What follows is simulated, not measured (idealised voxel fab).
Process module heading - voxel ribs on slabs
Pictured: cross-section cut, 175 nm wide, on a grid of 5 nm square cells.
Heads up, the way a cross-section reads in here is a grid of square cells, handed over as bands from the top down, with every band being one or more rows of cells. Top, bottom (nm), then materials left to right with widths (nm); lone material tagged "throughout" fills the whole band edge to edge; "empty" = empty space. Heads up on the height convention: 0 is the point under which the incoming wafer is all one material, and the lowest band has no bottom, it just keeps going down, like "0 nm and below". When a width is written as two numbers, as in "30->40", the first number is the width in the top row of cells of the band and the second is the width in its bottom row, and the width changes by the same amount from each row to the next. "all unchanged" after a step means that no cell of the cross-section changed. "Closed internal voids" means: voids of 8 cells or more that are shut off from the top with no open way through. Written width x height at distance, distance from the left edge, in nm. The remark found on a step's line after its settings is issued by the simulator itself and pertains to that step. On any step carrying a mask, the "overlay nm" setting, if present on the step's line, tells how far right of its planned place the mask lay; negative values point to the left.
THE PLANNED PROCESS STEPS ARE ENUMERATED HEREUNDER
1 RECEIVE | material Si
2 DIRECTIONAL_DEP | material SiO2 | thk nm 20
3 DIRECTIONAL_DEP | material polySi | thk nm 20
4 PATTERN | tone cover | mask id RIB | material resist | width nm 20 | thk nm 20 | overlay nm 0
5 DIRECTIONAL_ETCH | etch materials polySi | depth nm 10
6 STRIP | etch materials resist
7 MASKED_ETCH | tone cover | mask id SLAB | width nm 50 | etch materials polySi | depth nm 10 | overlay nm 0
8 FILL_DEP | material SiO2 | thk nm 25
9 CMP | height nm 60
10 DIRECTIONAL_DEP | material TiN | thk nm 5
11 MASKED_ETCH | tone cover | mask id HEATER | width nm 30 | etch materials TiN | depth nm 5 | overlay nm 0
12 CONFORMAL_DEP | material SiN | thk nm 5
AS RECEIVED, AFTER STEP 1
  0 nm and below: Si throughout
  Closed internal voids: none
CROSS-SECTION TAKEN AT MODULE COMPLETION ON THE FIRST OF TWO WAFERS; PROCESSED PER THE PLAN
  70 nm to 65 nm: empty: 65; SiN: 40; empty: 70
  65 nm to 60 nm: SiN: 70; TiN: 30; SiN: 75
  60 nm to 40 nm: SiO2 throughout
  40 nm to 30 nm: SiO2: 75; polySi: 20; SiO2: 80
  30 nm to 20 nm: SiO2: 60; polySi: 50; SiO2: 65
  20 nm to 0 nm: SiO2 throughout
  0 nm and below: Si throughout
  Closed internal voids: none
WAFER TWO (OF TWO), END-OF-MODULE CROSS-SECTION: START = WAFER ONE, PLAN = WAFER ONE, ONE RUN MISTAKE
  80 nm to 75 nm: empty: 55; SiN: 60; empty: 60
  75 nm to 65 nm: SiN throughout
  65 nm to 60 nm: SiN: 70; TiN: 30; SiN: 75
  60 nm to 40 nm: SiO2 throughout
  40 nm to 30 nm: SiO2: 75; polySi: 20; SiO2: 80
  30 nm to 20 nm: SiO2: 60; polySi: 50; SiO2: 65
  20 nm to 0 nm: SiO2 throughout
  0 nm and below: Si throughout
  Closed internal voids: none
Deviation from plan: it should be noted that step 12 was executed with settings other than those planned, the operation and settings actually applied being CONFORMAL_DEP | material SiN | thk nm 15
Wafer comparison, final, in cells, second relative to first, materials more or fewer: SiN +74
